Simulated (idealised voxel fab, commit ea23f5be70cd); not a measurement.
voxel transistor to metal: a process module
Xsec cut, 205 nm wide, square cell size 5 nm.
A cross-section is written here as square cells arranged in a grid, and it is given in bands from the top down, each band taking up one or more rows of cells.
Top, bottom (nm), then materials left to right with widths (nm); lone material tagged "everywhere" fills the whole band edge to edge; "empty" = empty space.
Height reference: 0 = level under which incoming wafer is all one material. Lowest band: no bottom, runs on downward, e.g. "0 and below".
Top row gets the first number, bottom row gets the second, and each row in between changes by the same step: that is how a band width like "30..40" works.
A step reported as "no change" is a step in which no cell of the cross-section changed.
The list in "Fully closed voids" covers empty spaces of 8 cells or more that cannot reach the top through any open way, and it gives each as width x height at distance; the distance is from the left edge, and width, height and distance are in nm.
Where a step's line continues beyond its settings, the continuation is a remark by the simulator itself on that step.
The "overlay nm" setting may appear on a step's line; for a step that uses a mask, it gives how far to the right of its planned position the mask lay, and a negative value indicates the left.

The planned process steps are enumerated hereunder:
1) op RECEIVE | material Si
2) op CONFORMAL_DEP | material SiO2 | thk nm 5
3) op CONFORMAL_DEP | material SiN | thk nm 10
4) op DIRECTIONAL_DEP | material aC | thk nm 10
5) op PATTERN | tone cover | mask id ACTIVE | material resist | width nm 135 | thk nm 30 | overlay nm 0
6) op DIRECTIONAL_ETCH | etch materials aC | depth nm 10
7) op STRIP | etch materials resist
8) op DIRECTIONAL_ETCH | etch materials SiN | depth nm 10
9) op DIRECTIONAL_ETCH | etch materials SiO2 | depth nm 5
10) op DIRECTIONAL_ETCH | etch materials Si | depth nm 30
11) op STRIP | etch materials aC
12) op FILL_DEP | material SiO2 | thk nm 15
13) op CMP | height nm 15
14) op SELECTIVE_ETCH | etch materials SiO2 | depth nm 10
15) op STRIP | etch materials SiN
16) op SELECTIVE_ETCH | etch materials SiO2 | depth nm 5
17) op OXIDIZE | depth nm 5
18) op DIRECTIONAL_DEP | material polySi | thk nm 25
19) op DIRECTIONAL_DEP | material SiCN | thk nm 15
20) op MASKED_ETCH | tone cover | mask id GATE | width nm 35 | etch materials SiCN | depth nm 25 | overlay nm 0
21) op MASKED_ETCH | tone cover | mask id GATE | width nm 35 | etch materials polySi | depth nm 35 | overlay nm 0
22) op CONFORMAL_DEP | material SiN | thk nm 10
23) op DIRECTIONAL_ETCH | etch materials SiN | depth nm 10
24) op DIRECTIONAL_ETCH | etch materials SiO2 | depth nm 5
25) op DIRECTIONAL_ETCH | etch materials Si | depth nm 5
26) op EPI | material SiGe | thk nm 5
27) op FILL_DEP | material SiO2 | thk nm 5
28) op CMP | height nm 25
29) op STRIP | etch materials polySi
30) op SELECTIVE_ETCH | etch materials SiO2 | depth nm 5
31) op CONFORMAL_DEP | material HfO2 | thk nm 5
32) op CONFORMAL_DEP | material TiN | thk nm 5
33) op FILL_DEP | material W | thk nm 10
34) op CMP | height nm 20
35) op DIRECTIONAL_DEP | material SiO2 | thk nm 15
36) op PATTERN | tone open | mask id CONTACT | material resist | width nm 20 | pitch nm 95 | thk nm 20 | overlay nm 0
37) op DIRECTIONAL_ETCH | etch materials SiO2 | depth nm 40
38) op STRIP | etch materials resist
39) op CONFORMAL_DEP | material TiN | thk nm 5
40) op FILL_DEP | material W | thk nm 5
41) op CMP | height nm 35
42) op DIRECTIONAL_DEP | material TiN | thk nm 5
43) op DIRECTIONAL_DEP | material W | thk nm 25
44) op DIRECTIONAL_DEP | material aC | thk nm 15
45) op PATTERN | tone cover | mask id METAL_1 | material resist | width nm 20 | pitch nm 95 | thk nm 30 | overlay nm 0
46) op DIRECTIONAL_ETCH | etch materials aC | depth nm 15
47) op STRIP | etch materials resist
48) op DIRECTIONAL_ETCH | etch materials W | depth nm 25
49) op DIRECTIONAL_ETCH | etch materials TiN | depth nm 5
50) op STRIP | etch materials aC
51) op CONFORMAL_DEP | material SiN | thk nm 5
52) op FILL_DEP | material lowk | thk nm 10
53) op CMP | height nm 65
54) op CONFORMAL_DEP | material SiCN | thk nm 5

Incoming wafer, cross-sectional view, post step 1:
  0 and below: Si everywhere
  Fully closed voids: none

The first of the two wafers as seen in cross-section once the module was finished; processing followed the plan:
  70 down to 65: SiCN everywhere
  65 down to 40: lowk 40  SiN 5  W 20  SiN 5  lowk 65  SiN 5  W 20  SiN 5  lowk 40
  40 down to 35: SiN 45  TiN 20  SiN 75  TiN 20  SiN 45
  35 down to 20: SiO2 45  TiN 5  W 10  TiN 5  SiO2 75  TiN 5  W 10  TiN 5  SiO2 45
  20 down to 5: SiO2 45  TiN 5  W 10  TiN 5  SiO2 10  SiN 10  HfO2 5  TiN 5  W 15  TiN 5  HfO2 5  SiN 10  SiO2 10  TiN 5  W 10  TiN 5  SiO2 45
  5 down to 0: SiO2 45  TiN 5  W 10  TiN 5  SiO2 10  SiN 10  HfO2 5  TiN 25  HfO2 5  SiN 10  SiO2 10  TiN 5  W 10  TiN 5  SiO2 45
  0 down to -5: SiO2 45  TiN 20  SiO2 5  SiGe 5  SiO2 5  HfO2 45  SiO2 5  SiGe 5  SiO2 5  TiN 20  SiO2 45
  -5 down to -10: SiO2 35  SiGe 40  Si 55  SiGe 40  SiO2 35
  -10 down to -30: SiO2 35  Si 135  SiO2 35
  -30 and below: Si everywhere
  Fully closed voids: none

Second wafer cross-section at end of module - shared start and plan with the first, one mistake in the run:
  70 down to 65: SiCN everywhere
  65 down to 60: lowk everywhere
  60 down to 55: lowk 40  SiN 30  lowk 65  SiN 30  lowk 40
  55 down to 40: lowk 40  SiN 5  W 20  SiN 5  lowk 65  SiN 5  W 20  SiN 5  lowk 40
  40 down to 35: SiN 45  TiN 20  SiN 75  TiN 20  SiN 45
  35 down to 20: SiO2 45  TiN 5  W 10  TiN 5  SiO2 75  TiN 5  W 10  TiN 5  SiO2 45
  20 down to 5: SiO2 45  TiN 5  W 10  TiN 5  SiO2 10  SiN 10  HfO2 5  TiN 5  W 15  TiN 5  HfO2 5  SiN 10  SiO2 10  TiN 5  W 10  TiN 5  SiO2 45
  5 down to 0: SiO2 45  TiN 5  W 10  TiN 5  SiO2 10  SiN 10  HfO2 5  TiN 25  HfO2 5  SiN 10  SiO2 10  TiN 5  W 10  TiN 5  SiO2 45
  0 down to -5: SiO2 45  TiN 20  SiO2 5  SiGe 5  SiO2 5  HfO2 45  SiO2 5  SiGe 5  SiO2 5  TiN 20  SiO2 45
  -5 down to -10: SiO2 35  SiGe 40  Si 55  SiGe 40  SiO2 35
  -10 down to -30: SiO2 35  Si 135  SiO2 35
  -30 and below: Si everywhere
  Fully closed voids: none
So what did we get wrong on this run? for step 43, the planned setting was not used; the step was instead run as op DIRECTIONAL_DEP | material W | thk nm 15
Bottom line after processing is that, in cells, the second wafer is up or down on some materials versus the first: 4 more of SiN, 16 fewer of W, 12 more of lowk
